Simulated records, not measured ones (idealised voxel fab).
Title: Process Module voxel air gaps
Section cut is 150 nm wide and gridded with 5 nm square cells.
Format of a cross-section: grid, square cells. Given as bands. Order: top down. Band: one or more rows of cells.
Top, bottom (nm), then materials left to right with widths (nm); lone material tagged "edge to edge" fills the whole band edge to edge; "air" = empty space.
Below 0: as-received wafer, all one material; heights counted from there. Lowest band: no bottom, goes on down, written "0..down".
Top row gets the first number, bottom row gets the second, and each row in between changes by the same step: that is how a band width like "30 to 40" works.
It should be understood that the words "everything unchanged", when stated for a given step, signify that the cross-section underwent no change in any of its cells during that step.
Heads up: "Closed cavities" only lists the empty pockets with no open path to the top that are 8 cells or more, and it writes them as width x height at distance, distance from the left edge, in nm.
Past the settings on a step's line: simulator remark, on that step.
A step's line can hold "overlay nm"; with a mask on that step, the setting says how far right of the planned place the mask lay, while a negative setting says it lay to the left.
# Steps in the process plan
| 1 | RECEIVE (material Si) |
| 2 | CONFORMAL_DEP (material SiO2; thk nm 15) |
| 3 | CONFORMAL_DEP (material SiN; thk nm 5) |
| 4 | DIRECTIONAL_DEP (material SiO2; thk nm 35) |
| 5 | MASKED_ETCH (tone open; mask id LINES; width nm 20; pitch nm 45; etch materials SiO2; depth nm 35; overlay nm 0) |
| 6 | CONFORMAL_DEP (material TiN; thk nm 5) |
| 7 | FILL_DEP (material Ru; thk nm 5) |
| 8 | CMP (height nm 55) |
| 9 | EPI (material Ru; thk nm 10) |
| 10 | SELECTIVE_ETCH (etch materials SiO2; depth nm 45) |
| 11 | CONFORMAL_DEP (material SiN; thk nm 5) |
# So, the first of our two wafers, run just as we planned it
# Cross-section, incoming material, after step 1
  0..down: Si edge to edge
  Closed cavities: none
# You're looking at a cross-section of the wafer after step 2
  15..0: SiO2 edge to edge
  For the remainder of the cross-section, below 0, there is no change.
# You're looking at a cross-section of the wafer after step 3
  20..15: SiN edge to edge
  For the remainder of the cross-section, below 15, there is no change.
# You're looking at a cross-section of the wafer after step 4
  55..20: SiO2 edge to edge
  For the remainder of the cross-section, below 20, there is no change.
# You're looking at a cross-section of the wafer after step 5
  55..20: 20 nm SiO2; 20 nm air; 25 nm SiO2; 20 nm air; 25 nm SiO2; 20 nm air; 20 nm SiO2
  For the remainder of the cross-section, below 20, there is no change.
# You're looking at a cross-section of the wafer after step 6
  60..55: 25 nm TiN; 10 nm air; 35 nm TiN; 10 nm air; 35 nm TiN; 10 nm air; 25 nm TiN
  55..25: 20 nm SiO2; 5 nm TiN; 10 nm air; 5 nm TiN; 25 nm SiO2; 5 nm TiN; 10 nm air; 5 nm TiN; 25 nm SiO2; 5 nm TiN; 10 nm air; 5 nm TiN; 20 nm SiO2
  25..20: 20 nm SiO2; 20 nm TiN; 25 nm SiO2; 20 nm TiN; 25 nm SiO2; 20 nm TiN; 20 nm SiO2
  For the remainder of the cross-section, below 20, there is no change.
# You're looking at a cross-section of the wafer after step 7
  65..60: Ru edge to edge
  60..55: 25 nm TiN; 10 nm Ru; 35 nm TiN; 10 nm Ru; 35 nm TiN; 10 nm Ru; 25 nm TiN
  55..25: 20 nm SiO2; 5 nm TiN; 10 nm Ru; 5 nm TiN; 25 nm SiO2; 5 nm TiN; 10 nm Ru; 5 nm TiN; 25 nm SiO2; 5 nm TiN; 10 nm Ru; 5 nm TiN; 20 nm SiO2
  For the remainder of the cross-section, below 25, there is no change.
# You're looking at a cross-section of the wafer after step 8
  55..25: 20 nm SiO2; 5 nm TiN; 10 nm Ru; 5 nm TiN; 25 nm SiO2; 5 nm TiN; 10 nm Ru; 5 nm TiN; 25 nm SiO2; 5 nm TiN; 10 nm Ru; 5 nm TiN; 20 nm SiO2
  For the remainder of the cross-section, below 25, there is no change.
# You're looking at a cross-section of the wafer after step 9
  65..55: 10 nm air; 40 nm Ru; 5 nm air; 40 nm Ru; 5 nm air; 40 nm Ru; 10 nm air
  For the remainder of the cross-section, below 55, there is no change.
# You're looking at a cross-section of the wafer after step 10
  65..55: 10 nm air; 40 nm Ru; 5 nm air; 40 nm Ru; 5 nm air; 40 nm Ru; 10 nm air
  55..25: 20 nm air; 5 nm TiN; 10 nm Ru; 5 nm TiN; 25 nm air; 5 nm TiN; 10 nm Ru; 5 nm TiN; 25 nm air; 5 nm TiN; 10 nm Ru; 5 nm TiN; 20 nm air
  25..20: 20 nm air; 20 nm TiN; 25 nm air; 20 nm TiN; 25 nm air; 20 nm TiN; 20 nm air
  For the remainder of the cross-section, below 20, there is no change.
# You're looking at a cross-section of the wafer after step 11
  70..65: 5 nm air; 140 nm SiN; 5 nm air
  65..55: 5 nm air; 5 nm SiN; 40 nm Ru; 5 nm SiN; 40 nm Ru; 5 nm SiN; 40 nm Ru; 5 nm SiN; 5 nm air
  55..50: 5 nm air; 15 nm SiN; 5 nm TiN; 10 nm Ru; 5 nm TiN; 25 nm SiN; 5 nm TiN; 10 nm Ru; 5 nm TiN; 25 nm SiN; 5 nm TiN; 10 nm Ru; 5 nm TiN; 15 nm SiN; 5 nm air
  50..25: 15 nm air; 5 nm SiN; 5 nm TiN; 10 nm Ru; 5 nm TiN; 5 nm SiN; 15 nm air; 5 nm SiN; 5 nm TiN; 10 nm Ru; 5 nm TiN; 5 nm SiN; 15 nm air; 5 nm SiN; 5 nm TiN; 10 nm Ru; 5 nm TiN; 5 nm SiN; 15 nm air
  25..20: 20 nm SiN; 20 nm TiN; 25 nm SiN; 20 nm TiN; 25 nm SiN; 20 nm TiN; 20 nm SiN
  For the remainder of the cross-section, below 20, there is no change.
  Closed cavities: 15 x 25 at 45; 15 x 25 at 90
# Here the second wafer is described. Its start and its plan were those of the first wafer. Its run contained one mistake. Up to and including step 4, it did exactly what the first wafer did
# Cross-sectional view of the second wafer at the intended end time of process step 5
  55..20: 20 nm air; 20 nm SiO2; 25 nm air; 20 nm SiO2; 25 nm air; 20 nm SiO2; 20 nm air
  For the remainder of the cross-section, below 20, there is no change.
# Cross-sectional view of the second wafer at the intended end time of process step 6
  60..55: 15 nm air; 30 nm TiN; 15 nm air; 30 nm TiN; 15 nm air; 30 nm TiN; 15 nm air
  55..25: 15 nm air; 5 nm TiN; 20 nm SiO2; 5 nm TiN; 15 nm air; 5 nm TiN; 20 nm SiO2; 5 nm TiN; 15 nm air; 5 nm TiN; 20 nm SiO2; 5 nm TiN; 15 nm air
  25..20: 20 nm TiN; 20 nm SiO2; 25 nm TiN; 20 nm SiO2; 25 nm TiN; 20 nm SiO2; 20 nm TiN
  For the remainder of the cross-section, below 20, there is no change.
# Cross-sectional view of the second wafer at the intended end time of process step 7
  65..60: Ru edge to edge
  60..55: 15 nm Ru; 30 nm TiN; 15 nm Ru; 30 nm TiN; 15 nm Ru; 30 nm TiN; 15 nm Ru
  55..25: 15 nm Ru; 5 nm TiN; 20 nm SiO2; 5 nm TiN; 15 nm Ru; 5 nm TiN; 20 nm SiO2; 5 nm TiN; 15 nm Ru; 5 nm TiN; 20 nm SiO2; 5 nm TiN; 15 nm Ru
  For the remainder of the cross-section, below 25, there is no change.
# Cross-sectional view of the second wafer at the intended end time of process step 8
  55..25: 15 nm Ru; 5 nm TiN; 20 nm SiO2; 5 nm TiN; 15 nm Ru; 5 nm TiN; 20 nm SiO2; 5 nm TiN; 15 nm Ru; 5 nm TiN; 20 nm SiO2; 5 nm TiN; 15 nm Ru
  For the remainder of the cross-section, below 25, there is no change.
# Cross-sectional view of the second wafer at the intended end time of process step 9
  65..55: Ru edge to edge
  For the remainder of the cross-section, below 55, there is no change.
Cross-sectional view of the second wafer at the intended end time of process step 10: everything unchanged
# Cross-sectional view of the second wafer at the intended end time of process step 11
  70..65: SiN edge to edge
  For the remainder of the cross-section, below 65, there is no change.
Nonconformance to the process plan: the process deviated at step 5: the operation and settings actually run there were MASKED_ETCH (tone cover; mask id LINES; width nm 20; pitch nm 45; etch materials SiO2; depth nm 35; overlay nm 0)
Counted in cells at the end, the second wafer holds more or fewer of these materials than the first: +48 Ru; -70 SiN; +84 SiO2; +6 TiN
Wafer, first: 2 closed voids at end. Wafer, second: 0.
